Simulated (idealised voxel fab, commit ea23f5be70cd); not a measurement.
This is a process module. Its name is voxel air gaps.
cross-section cut | 275 nm wide | cells 5 nm
Cross-section spec: square-cell grid; bands listed top down; each band is one or more rows.
Heights first: top, then bottom, in nm. Then materials, left to right, each with a width in nm. "throughout" on a single material: fills the band edge to edge. "blank": empty space.
Measure heights from 0. That's the level where, below it, the as-received wafer is all one material. The lowest band is bottomless and extends downward; write it as in "from 0 down".
Per-row width for "30..40": begins at first number (top row of band), ends at second number (bottom row), increment between rows held constant.
Given "nothing was modified" for a step, no cell of the cross-section differs between before and after that step.
Listed in "Enclosed void catalog": every empty space of 8 or more cells without an open way to the top. Form: width x height at distance, the distance being from the left edge, all in nm.
If you see something after the settings on a step's line, that's the simulator's own remark about that step.
The optional step-line setting "overlay nm" applies to steps with a mask and quantifies how far to the right of its planned location the mask lay, a negative value indicating leftward placement.

Plan
step 1: RECEIVE, material Si
step 2: CONFORMAL_DEP, material SiO2, thk nm 10
step 3: CONFORMAL_DEP, material SiCN, thk nm 5
step 4: DIRECTIONAL_DEP, material SiO2, thk nm 35
step 5: PATTERN, tone open, mask id LINES, material resist, width nm 20, pitch nm 50, thk nm 20, overlay nm 0
step 6: DIRECTIONAL_ETCH, etch materials SiO2, depth nm 35
step 7: STRIP, etch materials resist
step 8: CONFORMAL_DEP, material TiN, thk nm 5
step 9: FILL_DEP, material Cu, thk nm 10
step 10: CMP, height nm 50
step 11: EPI, material Ru, thk nm 10
step 12: SELECTIVE_ETCH, etch materials SiO2, depth nm 45
step 13: CONFORMAL_DEP, material SiCN, thk nm 5

As-received wafer cross-section (after step 1)
> from 0 down: Si throughout
> Enclosed void catalog: none

Cross-sectional image of the first of two wafers at the end of the module, the run having proceeded as planned
> from 65 to 60: blank: 60, then SiCN: 150, then blank: 65
> from 60 to 50: blank: 60, then SiCN: 5, then Ru: 40, then SiCN: 10, then Ru: 40, then SiCN: 10, then Ru: 40, then SiCN: 5, then blank: 65
> from 50 to 45: blank: 60, then SiCN: 15, then TiN: 5, then Cu: 10, then TiN: 5, then SiCN: 30, then TiN: 5, then Cu: 10, then TiN: 5, then SiCN: 30, then TiN: 5, then Cu: 10, then TiN: 5, then SiCN: 15, then blank: 65
> from 45 to 20: blank: 70, then SiCN: 5, then TiN: 5, then Cu: 10, then TiN: 5, then SiCN: 5, then blank: 20, then SiCN: 5, then TiN: 5, then Cu: 10, then TiN: 5, then SiCN: 5, then blank: 20, then SiCN: 5, then TiN: 5, then Cu: 10, then TiN: 5, then SiCN: 5, then blank: 75
> from 20 to 15: SiCN: 75, then TiN: 20, then SiCN: 30, then TiN: 20, then SiCN: 30, then TiN: 20, then SiCN: 80
> from 15 to 10: SiCN throughout
> from 10 to 0: SiO2 throughout
> from 0 down: Si throughout
> Enclosed void catalog: 20 x 25 at 100; 20 x 25 at 150

Wafer two (of two), end-of-module cross-section: start = wafer one, plan = wafer one, one run mistake
> from 65 to 60: SiCN throughout
> from 60 to 50: Ru throughout
> from 50 to 20: Cu: 70, then TiN: 5, then SiO2: 20, then TiN: 5, then Cu: 20, then TiN: 5, then SiO2: 20, then TiN: 5, then Cu: 20, then TiN: 5, then SiO2: 20, then TiN: 5, then Cu: 75
> from 20 to 15: TiN: 75, then SiO2: 20, then TiN: 30, then SiO2: 20, then TiN: 30, then SiO2: 20, then TiN: 80
> from 15 to 10: SiCN throughout
> from 10 to 0: SiO2 throughout
> from 0 down: Si throughout
> Enclosed void catalog: none
Here's what went sideways: step 5 was run on a setting that differed from the plan, and what really ran there is PATTERN, tone cover, mask id LINES, material resist, width nm 20, pitch nm 50, thk nm 20, overlay nm 0
Final wafer comparison in cells, second versus first, more or fewer per material: Cu: 186 more | Ru: 62 more | SiCN: 78 fewer | SiO2: 84 more | TiN: 31 more
First wafer closed voids (final) = 2; second wafer closed voids (final) = 0.
